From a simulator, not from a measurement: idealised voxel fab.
This section sets out a process module, namely voxel plated lines.
Cross-sectional view cut (width: 270 nm; square cell size: 5 nm).
How to read a cross-section here: the picture is a grid of square cells, written as bands going from the top down, and any band can span one or more rows of cells. What a band's entry tells you: where the top is and where the bottom is, as heights in nm, and after that what lies inside, material by material from left to right, each with its width in nm. Empty space is written as the word "empty", and a single material marked with the word "all across" occupies the band from edge to edge. Height 0 is the level under which the wafer as received is all one material. The lowest band goes on downwards, as in "from 0 down". With a width like "30 to 40", each row of cells in the band differs from the next by the same amount, the top row carrying the first number and the bottom row the second. Where the words "nothing got changed" appear for a step, the cross-section shows no cell changed by that step; every cell remained as before. The label "Enclosed internal cavities" introduces a list of the empty spaces, 8 cells or larger, that have no open way up to the top; each entry in it reads width x height at distance, where the distance is taken from the left edge and all three are stated in nm. Text after the settings on a step's line: the simulator's own remark on that step. A step's line can hold "overlay nm"; with a mask on that step, the setting says how far right of the planned place the mask lay, while a negative setting says it lay to the left.
Steps in the process plan
1: RECEIVE | material Si
2: CONFORMAL_DEP | material SiN | thk nm 5
3: DIRECTIONAL_DEP | material TiN | thk nm 5
4: PATTERN | tone open | mask id LINES | material resist | width nm 20 | pitch nm 40 | thk nm 20 | overlay nm 0
5: EPI | material Ru | thk nm 5
6: STRIP | etch materials resist
7: DIRECTIONAL_ETCH | etch materials TiN | depth nm 5
8: CONFORMAL_DEP | material SiCN | thk nm 5
First of two wafers: run as planned
This is the cross-section of the wafer as we received it, i.e. after step 1
	from 0 down | Si all across
	Enclosed internal cavities: none
The wafer in cross-section once step 2 is complete
	from 5 to 0 | SiN all across
	Beneath the level 0, the cross-section is identical to its previous state.
The wafer in cross-section once step 3 is complete
	from 10 to 5 | TiN all across
	Beneath the level 5, the cross-section is identical to its previous state.
The wafer in cross-section once step 4 is complete
	from 30 to 10 | resist=105, empty=20, resist=20, empty=20, resist=105
	Beneath the level 10, the cross-section is identical to its previous state.
The wafer in cross-section once step 5 is complete
	from 30 to 15 | resist=105, empty=20, resist=20, empty=20, resist=105
	from 15 to 10 | resist=105, Ru=20, resist=20, Ru=20, resist=105
	Beneath the level 10, the cross-section is identical to its previous state.
The wafer in cross-section once step 6 is complete
	from 15 to 10 | empty=105, Ru=20, empty=20, Ru=20, empty=105
	Beneath the level 10, the cross-section is identical to its previous state.
The wafer in cross-section once step 7 is complete
	from 15 to 10 | empty=105, Ru=20, empty=20, Ru=20, empty=105
	from 10 to 5 | empty=105, TiN=20, empty=20, TiN=20, empty=105
	Beneath the level 5, the cross-section is identical to its previous state.
The wafer in cross-section once step 8 is complete
	from 20 to 15 | empty=100, SiCN=30, empty=10, SiCN=30, empty=100
	from 15 to 10 | empty=100, SiCN=5, Ru=20, SiCN=5, empty=10, SiCN=5, Ru=20, SiCN=5, empty=100
	from 10 to 5 | SiCN=105, TiN=20, SiCN=20, TiN=20, SiCN=105
	Beneath the level 5, the cross-section is identical to its previous state.
Notes, second wafer: start = first wafer's, plan = first wafer's, execution had one mistake; history identical to first through step 2
The second wafer cut through, at the time step 3 was supposed to be finished
	from 20 to 5 | TiN all across
	Beneath the level 5, the cross-section is identical to its previous state.
The second wafer cut through, at the time step 4 was supposed to be finished
	from 40 to 20 | resist=105, empty=20, resist=20, empty=20, resist=105
	Beneath the level 20, the cross-section is identical to its previous state.
The second wafer cut through, at the time step 5 was supposed to be finished
	from 40 to 25 | resist=105, empty=20, resist=20, empty=20, resist=105
	from 25 to 20 | resist=105, Ru=20, resist=20, Ru=20, resist=105
	Beneath the level 20, the cross-section is identical to its previous state.
The second wafer cut through, at the time step 6 was supposed to be finished
	from 25 to 20 | empty=105, Ru=20, empty=20, Ru=20, empty=105
	Beneath the level 20, the cross-section is identical to its previous state.
The second wafer cut through, at the time step 7 was supposed to be finished
	from 25 to 20 | empty=105, Ru=20, empty=20, Ru=20, empty=105
	from 20 to 15 | empty=105, TiN=20, empty=20, TiN=20, empty=105
	Beneath the level 15, the cross-section is identical to its previous state.
The second wafer cut through, at the time step 8 was supposed to be finished
	from 30 to 25 | empty=100, SiCN=30, empty=10, SiCN=30, empty=100
	from 25 to 20 | empty=100, SiCN=5, Ru=20, SiCN=5, empty=10, SiCN=5, Ru=20, SiCN=5, empty=100
	from 20 to 15 | SiCN=105, TiN=20, SiCN=20, TiN=20, SiCN=105
	Beneath the level 15, the cross-section is identical to its previous state.
Processing error: heads up, step 3 didn't go per plan, it actually ran as DIRECTIONAL_DEP | material TiN | thk nm 15
Per the end-of-run cell counts, the second wafer holds more or fewer of some materials than the first: TiN +108
